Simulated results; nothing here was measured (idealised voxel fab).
process module | voxel wiring stack
cross-section cut | 295 nm wide | cells 5 nm
A cross-section is a grid of square cells, given in bands from the top down. A band is one or more rows of cells.
Each band's line starts with the height of the band's top and of its bottom, in nm. Then come its materials from left to right, each with its width in nm. One material with "throughout" fills the band from edge to edge. "air" is empty space.
Height 0 is the level under which the wafer as received is all one material. The lowest band goes on downwards, as in "0 down".
A width such as "30 to 40" changes by the same amount from each row of cells to the next, from the band's top row to its bottom row.
"no change" after a step means that no cell of the cross-section changed.
closed voids: empty space of 8 cells or more with no open way to the top, each as width x height at its distance from the left edge, in nm
after a step's settings: what the simulator itself notes on the step
overlay nm, on a step with a mask: how far to the right of its planned place the mask lay; to the left if negative
plan
1 op RECEIVE | material Si
2 op CONFORMAL_DEP | material SiO2 | thk nm 10
3 op DIRECTIONAL_DEP | material TiN | thk nm 5
4 op DIRECTIONAL_DEP | material Ru | thk nm 20
5 op PATTERN | tone cover | mask id METAL_1 | material resist | width nm 30 | pitch nm 50 | thk nm 15 | overlay nm 0
6 op DIRECTIONAL_ETCH | etch materials Ru | depth nm 20
7 op DIRECTIONAL_ETCH | etch materials TiN | depth nm 5
8 op STRIP | etch materials resist
9 op FILL_DEP | material lowk | thk nm 10
10 op CMP | height nm 35
11 op CONFORMAL_DEP | material SiCN | thk nm 5
12 op DIRECTIONAL_DEP | material lowk | thk nm 20
13 op PATTERN | tone open | mask id PLUG_1 | material resist | width nm 15 | pitch nm 50 | thk nm 20 | overlay nm 0
14 op DIRECTIONAL_ETCH | etch materials lowk | depth nm 20
15 op DIRECTIONAL_ETCH | etch materials SiCN | depth nm 5
16 op STRIP | etch materials resist
17 op EPI | material Ru | thk nm 10
18 op EPI | material Ru | thk nm 10
19 op EPI | material Ru | thk nm 5
20 op DIRECTIONAL_DEP | material TiN | thk nm 5
21 op DIRECTIONAL_DEP | material W | thk nm 20
22 op MASKED_ETCH | tone cover | mask id METAL_2 | width nm 30 | pitch nm 50 | etch materials W | depth nm 10 | overlay nm 0
23 op MASKED_ETCH | tone cover | mask id METAL_2 | width nm 30 | pitch nm 50 | etch materials TiN | depth nm 5 | overlay nm 0
24 op CONFORMAL_DEP | material SiN | thk nm 5
25 op FILL_DEP | material SiO2 | thk nm 10
26 op CMP | height nm 85
27 op CONFORMAL_DEP | material SiCN | thk nm 5
varied across the wafers: depth nm of step 22. The plan shows the first wafer's value. All wafers start alike
first wafer as received, after step 1
  0 down: Si throughout
  closed voids: none
each wafer at the end: cells of each material gained (+) or lost (-) since it was received, then its closed voids
depth nm 10 | +117 Ru | +109 SiCN | +47 SiN | +153 SiO2 | +77 TiN | +154 W | +405 lowk | closed voids: none
depth nm 15 | +117 Ru | +109 SiCN | +53 SiN | +188 SiO2 | +77 TiN | +113 W | +405 lowk | closed voids: none
depth nm 20 | +117 Ru | +109 SiCN | +65 SiN | +258 SiO2 | +36 TiN | +72 W | +405 lowk | closed voids: none
depth nm 25 | +117 Ru | +109 SiCN | +65 SiN | +258 SiO2 | +36 TiN | +72 W | +405 lowk | closed voids: none
depth nm 30 | +117 Ru | +109 SiCN | +65 SiN | +258 SiO2 | +36 TiN | +72 W | +405 lowk | closed voids: none
depth nm 35 | +117 Ru | +109 SiCN | +65 SiN | +258 SiO2 | +36 TiN | +72 W | +405 lowk | closed voids: none
